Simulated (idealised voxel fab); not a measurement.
Documented hereafter: the process module known as voxel released beams.
The cross-section on display is named cut; it measures 255 nm wide, and its cells are 5 nm squares.
The cross-sections in this document take the form of a grid made of square cells. They are written out as bands, in order from top to bottom. Each band consists of one or more rows of cells.
This entry defines a band. It first specifies the height of the band's top and the height of its bottom in nm, and then specifies the band's materials from left to right, stating each material with its width in nm. The word "everywhere" identifies a single material that fills the band from edge to edge, while the word "air" identifies empty space.
Convention: height 0 is the level below which the wafer, as received, is all one material. The lowest band does not terminate at the bottom but continues downward, represented as "0 nm and below".
Width spec "30 to 40" -> top row of cells at first value, bottom row at second value, equal per-row change in between.
The designation "nothing altered", where it is given for a processing step, indicates that no cell of the cross-section was altered in the course of that step.
Look at "Sealed void list" for the closed voids: empty spaces with no open path to the top, sized 8 cells or up. Each is width x height at distance, distance from the left edge, all nm.
If you see something after the settings on a step's line, that's the simulator's own remark about that step.
When a step includes a mask, the "overlay nm" setting on its line states how far to the right of its planned place that mask lay, and negative values state how far to the left.
### The process steps that were planned are listed below
1. RECEIVE [material Si]
2. CONFORMAL_DEP [material SiN] [thk nm 10]
3. DIRECTIONAL_DEP [material SiO2] [thk nm 15]
4. DIRECTIONAL_DEP [material aC] [thk nm 5]
5. PATTERN [tone open] [mask id ANCHOR] [material resist] [width nm 45] [thk nm 30] [overlay nm 0]
6. DIRECTIONAL_ETCH [etch materials aC] [depth nm 15]
7. STRIP [etch materials resist]
8. DIRECTIONAL_ETCH [etch materials SiO2] [depth nm 15]
9. STRIP [etch materials aC]
10. CONFORMAL_DEP [material TiN] [thk nm 15]
11. MASKED_ETCH [tone cover] [mask id BEAM] [width nm 95] [etch materials TiN] [depth nm 15] [overlay nm 0]
12. STRIP [etch materials SiO2]
Same starting wafers, different thk nm at step 4. Plan value belongs to the first wafer.
### Here's the first of the wafers in cross-section, just as we got it, i.e. after step 1
  0 nm and below  Si everywhere
  Sealed void list: none
### End of the module, past its last step, step 12: how the first of several wafers looks in cross-section
  40 nm to 25 nm  air 75 nm | TiN 20 nm | air 15 nm | TiN 60 nm | air 85 nm
  25 nm to 10 nm  air 80 nm | TiN 45 nm | air 130 nm
  10 nm to 0 nm  SiN everywhere
  0 nm and below  Si everywhere
  Sealed void list: none
### Cross-section, module end, final of several wafers
  10 nm to 0 nm  SiN everywhere
  0 nm and below  Si everywhere
  Sealed void list: none
### Below is a per-wafer table. In it, each row describes the wafer at the end of the module by giving, for each material, the number of cells gained (+) or lost (-) since the wafer was received, and after that the closed voids of the wafer
thk nm 5, +102 SiN, +75 TiN, Sealed void list: none
thk nm 10, +102 SiN, +75 TiN, Sealed void list: none
thk nm 15, +102 SiN, +75 TiN, Sealed void list: none
thk nm 20, +102 SiN, Sealed void list: none
thk nm 25, +102 SiN, Sealed void list: none
thk nm 30, +102 SiN, Sealed void list: none
